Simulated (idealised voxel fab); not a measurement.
The following is a process module called voxel ribs on slabs.
Square cell edge 5 nm, section width 220 nm, ID cut.
Notation: cross-section as square-cell grid; stated in bands, top first, going down; one or more cell rows per band.
Band: top height; bottom height; in nm. Then, left to right: material with width in nm, for each material. "edge to edge": a single material spanning edge to edge. "blank": empty space.
Height is counted from the level 0, under which the received wafer is composed throughout of one material. The lowest of the bands is not closed at the bottom but continues downward, in the notation "0 -> down".
A width such as "30..40" changes by the same amount from each row of cells to the next, from the band's top row to its bottom row.
"everything unchanged" -> step changed no cross-section cell.
"Fully enclosed voids" means: voids of 8 cells or more that are shut off from the top with no open way through. Written width x height at distance, distance from the left edge, in nm.
Note: text after step settings on the step line = simulator remark on that step.
A step's line can hold "overlay nm"; with a mask on that step, the setting says how far right of the planned place the mask lay, while a negative setting says it lay to the left.

# List of planned process steps
1) RECEIVE [material Si]
2) DIRECTIONAL_DEP [material SiO2] [thk nm 20]
3) DIRECTIONAL_DEP [material SiN] [thk nm 25]
4) DIRECTIONAL_DEP [material aC] [thk nm 15]
5) PATTERN [tone cover] [mask id RIB] [material resist] [width nm 15] [thk nm 30] [overlay nm 0]
6) DIRECTIONAL_ETCH [etch materials aC] [depth nm 15]
7) STRIP [etch materials resist]
8) DIRECTIONAL_ETCH [etch materials SiN] [depth nm 20]
9) STRIP [etch materials aC]
10) DIRECTIONAL_DEP [material aC] [thk nm 10]
11) PATTERN [tone cover] [mask id SLAB] [material resist] [width nm 45] [thk nm 30] [overlay nm 0]
12) DIRECTIONAL_ETCH [etch materials aC] [depth nm 10]
13) STRIP [etch materials resist]
14) DIRECTIONAL_ETCH [etch materials SiN] [depth nm 5]
15) STRIP [etch materials aC]
16) FILL_DEP [material SiO2] [thk nm 25]
17) CMP [height nm 60]
18) DIRECTIONAL_DEP [material TiN] [thk nm 5]
19) MASKED_ETCH [tone cover] [mask id HEATER] [width nm 25] [etch materials TiN] [depth nm 5] [overlay nm 0]
20) CONFORMAL_DEP [material SiO2] [thk nm 10]

# What follows covers the first of two wafers; it ran as planned

# As-received state of the wafer in cross-section, equivalent to post-step 1
    0 -> down = Si edge to edge
    Fully enclosed voids: none

# Cross-section of the wafer after step 2
    20 -> 0 = SiO2 edge to edge
    Lower than 0, everything is as it was.

# Cross-section of the wafer after step 3
    45 -> 20 = SiN edge to edge
    Lower than 20, everything is as it was.

# Cross-section of the wafer after step 4
    60 -> 45 = aC edge to edge
    Lower than 45, everything is as it was.

# Cross-section of the wafer after step 5
    90 -> 60 = blank=100 / resist=15 / blank=105
    Lower than 60, everything is as it was.

# Cross-section of the wafer after step 6
    75 -> 60 = blank=100 / resist=15 / blank=105
    60 -> 45 = blank=100 / aC=15 / blank=105
    Lower than 45, everything is as it was.

# Cross-section of the wafer after step 7
    60 -> 45 = blank=100 / aC=15 / blank=105
    Lower than 45, everything is as it was.

# Cross-section of the wafer after step 8
    60 -> 45 = blank=100 / aC=15 / blank=105
    45 -> 25 = blank=100 / SiN=15 / blank=105
    Lower than 25, everything is as it was.

# Cross-section of the wafer after step 9
    45 -> 25 = blank=100 / SiN=15 / blank=105
    Lower than 25, everything is as it was.

# Cross-section of the wafer after step 10
    55 -> 45 = blank=100 / aC=15 / blank=105
    45 -> 35 = blank=100 / SiN=15 / blank=105
    35 -> 25 = aC=100 / SiN=15 / aC=105
    Lower than 25, everything is as it was.

# Cross-section of the wafer after step 11
    85 -> 55 = blank=85 / resist=45 / blank=90
    55 -> 45 = blank=85 / resist=15 / aC=15 / resist=15 / blank=90
    45 -> 35 = blank=85 / resist=15 / SiN=15 / resist=15 / blank=90
    Lower than 35, everything is as it was.

# Cross-section of the wafer after step 12
    75 -> 55 = blank=85 / resist=45 / blank=90
    55 -> 45 = blank=85 / resist=15 / aC=15 / resist=15 / blank=90
    45 -> 35 = blank=85 / resist=15 / SiN=15 / resist=15 / blank=90
    35 -> 25 = blank=85 / aC=15 / SiN=15 / aC=15 / blank=90
    Lower than 25, everything is as it was.

# Cross-section of the wafer after step 13
    55 -> 45 = blank=100 / aC=15 / blank=105
    45 -> 35 = blank=100 / SiN=15 / blank=105
    Lower than 35, everything is as it was.

# Cross-section of the wafer after step 14
    55 -> 45 = blank=100 / aC=15 / blank=105
    45 -> 35 = blank=100 / SiN=15 / blank=105
    35 -> 25 = blank=85 / aC=15 / SiN=15 / aC=15 / blank=90
    25 -> 20 = blank=85 / SiN=45 / blank=90
    Lower than 20, everything is as it was.

# Cross-section of the wafer after step 15
    45 -> 25 = blank=100 / SiN=15 / blank=105
    Lower than 25, everything is as it was.

# Cross-section of the wafer after step 16
    70 -> 45 = SiO2 edge to edge
    45 -> 25 = SiO2=100 / SiN=15 / SiO2=105
    25 -> 20 = SiO2=85 / SiN=45 / SiO2=90
    Lower than 20, everything is as it was.

# Cross-section of the wafer after step 17
    60 -> 45 = SiO2 edge to edge
    Lower than 45, everything is as it was.

# Cross-section of the wafer after step 18
    65 -> 60 = TiN edge to edge
    Lower than 60, everything is as it was.

# Cross-section of the wafer after step 19
    65 -> 60 = blank=95 / TiN=25 / blank=100
    Lower than 60, everything is as it was.

# Cross-section of the wafer after step 20
    75 -> 70 = blank=85 / SiO2=45 / blank=90
    70 -> 65 = SiO2 edge to edge
    65 -> 60 = SiO2=95 / TiN=25 / SiO2=100
    Lower than 60, everything is as it was.

# Second wafer, same starting state and plan as the first, one mistake in the run, identical through step 19

Second wafer, sectioned view, at step 20's planned end time: everything unchanged
Which mistake was made when the wafer was run? step 20 from the plan never happened, it was just skipped
Per the end-of-run cell counts, the second wafer holds more or fewer of some materials than the first: -92 SiO2
